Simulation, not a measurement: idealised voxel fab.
This is a process module. Its name is voxel released beams.
The cross-section on display is named cut; it measures 165 nm wide, and its cells are 5 nm squares.
Cross-sections here: square-cell grids, written as top-down lists of bands, a band being one or more rows of cells.
Quick guide to a band line: top height, bottom height (nm) up front; then every material left to right with its width in nm. Only one material and it's marked "everywhere"? Then it fills the band edge to edge. And "blank" just means empty space.
We count height from 0. Below that, the starting wafer is all one material. The lowest band never ends at the bottom but goes on down; see "from 0 down" for how that is written.
A two-number width, for instance "30 to 40", indicates that the width is equal to the first number in the top row of the band and to the second number in the bottom row, and that it changes by a constant amount per row of cells.
"no change" means the step left every cell of the cross-section as it was.
Empty spaces without an open route to the top, at least 8 cells in extent, make up the entry "Enclosed void list"; each is given as width x height at distance, where the distance is measured from the left edge, and all are in nm.
Formally, on a step line, whatever follows the settings is a remark that the simulator itself makes on the step.
overlay nm: how far to the right of its planned place the mask lay on this masked step (negative: to the left).

## The planned process steps are enumerated hereunder
1: RECEIVE with material Si
2: CONFORMAL_DEP with material SiN, thk nm 5
3: DIRECTIONAL_DEP with material SiO2, thk nm 20
4: MASKED_ETCH with tone open, mask id ANCHOR, width nm 35, etch materials SiO2, depth nm 20, overlay nm 0
5: CONFORMAL_DEP with material polySi, thk nm 15
6: MASKED_ETCH with tone cover, mask id BEAM, width nm 95, etch materials polySi, depth nm 15, overlay nm 0
7: STRIP with etch materials SiO2

## Shown in cross-section is the wafer as received, that is, as it stands after step 1
    from 0 down: Si everywhere
    Enclosed void list: none

## Looking at the first of two wafers in cross-section at end of module - ran to plan
    from 40 to 25: blank 30 nm / polySi 20 nm / blank 5 nm / polySi 70 nm / blank 40 nm
    from 25 to 20: blank 35 nm / polySi 15 nm / blank 5 nm / polySi 15 nm / blank 95 nm
    from 20 to 5: blank 35 nm / polySi 35 nm / blank 95 nm
    from 5 to 0: SiN everywhere
    from 0 down: Si everywhere
    Enclosed void list: none

## Here's the second of our two wafers sectioned at module end. Same start as the first, same plan, but one mistake got made running it
    from 45 to 30: blank 30 nm / polySi 95 nm / blank 40 nm
    from 30 to 25: polySi everywhere
    from 25 to 5: SiO2 35 nm / polySi 35 nm / SiO2 95 nm
    from 5 to 0: SiN everywhere
    from 0 down: Si everywhere
    Enclosed void list: none
Diagnosis: step 5 was run on a setting that differed from the plan, and what really ran there is CONFORMAL_DEP with material polySi, thk nm 20
at the end the second wafer has, in cells: SiO2: 104 more; polySi: 37 more
